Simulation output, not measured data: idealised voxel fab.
process module | voxel ribs on slabs
cross-section cut | 175 nm wide | cells 5 nm
A cross-section is a grid of square cells, given in bands from the top down. A band is one or more rows of cells.
Each band's line starts with the height of the band's top and of its bottom, in nm. Then come its materials from left to right, each with its width in nm. One material with "throughout" fills the band from edge to edge. "air" is empty space.
Height 0 is the level under which the wafer as received is all one material. The lowest band goes on downwards, as in "0 down".
A width such as "30 to 40" changes by the same amount from each row of cells to the next, from the band's top row to its bottom row.
"no change" after a step means that no cell of the cross-section changed.
closed voids: empty space of 8 cells or more with no open way to the top, each as width x height at its distance from the left edge, in nm
after a step's settings: what the simulator itself notes on the step
overlay nm, on a step with a mask: how far to the right of its planned place the mask lay; to the left if negative
plan
1 op RECEIVE | material Si
2 op DIRECTIONAL_DEP | material SiO2 | thk nm 30
3 op DIRECTIONAL_DEP | material SiN | thk nm 20
4 op MASKED_ETCH | tone cover | mask id RIB | width nm 25 | etch materials SiN | depth nm 5 | overlay nm 0
5 op PATTERN | tone cover | mask id SLAB | material resist | width nm 85 | thk nm 15 | overlay nm 0
6 op DIRECTIONAL_ETCH | etch materials SiN | depth nm 15
7 op STRIP | etch materials resist
8 op FILL_DEP | material SiO2 | thk nm 20
9 op CMP | height nm 60
10 op DIRECTIONAL_DEP | material W | thk nm 5
11 op DIRECTIONAL_DEP | material aC | thk nm 10
12 op PATTERN | tone cover | mask id HEATER | material resist | width nm 35 | thk nm 30 | overlay nm 0
13 op DIRECTIONAL_ETCH | etch materials aC | depth nm 10
14 op STRIP | etch materials resist
15 op DIRECTIONAL_ETCH | etch materials W | depth nm 5
16 op STRIP | etch materials aC
17 op CONFORMAL_DEP | material SiN | thk nm 5
as received, after step 1
  0 down: Si throughout
  closed voids: none
a wafer at the end: this start, this plan, one mistake
  70 to 65: air 65 | SiN 45 | air 65
  65 to 60: SiN 70 | W 35 | SiN 70
  60 to 50: SiO2 throughout
  50 to 45: SiO2 75 | SiN 25 | SiO2 75
  45 to 30: SiO2 45 | SiN 90 | SiO2 40
  30 to 0: SiO2 throughout
  0 down: Si throughout
  closed voids: none
what went wrong: step 5 ran as: op PATTERN | tone cover | mask id SLAB | material resist | width nm 90 | thk nm 15 | overlay nm 0
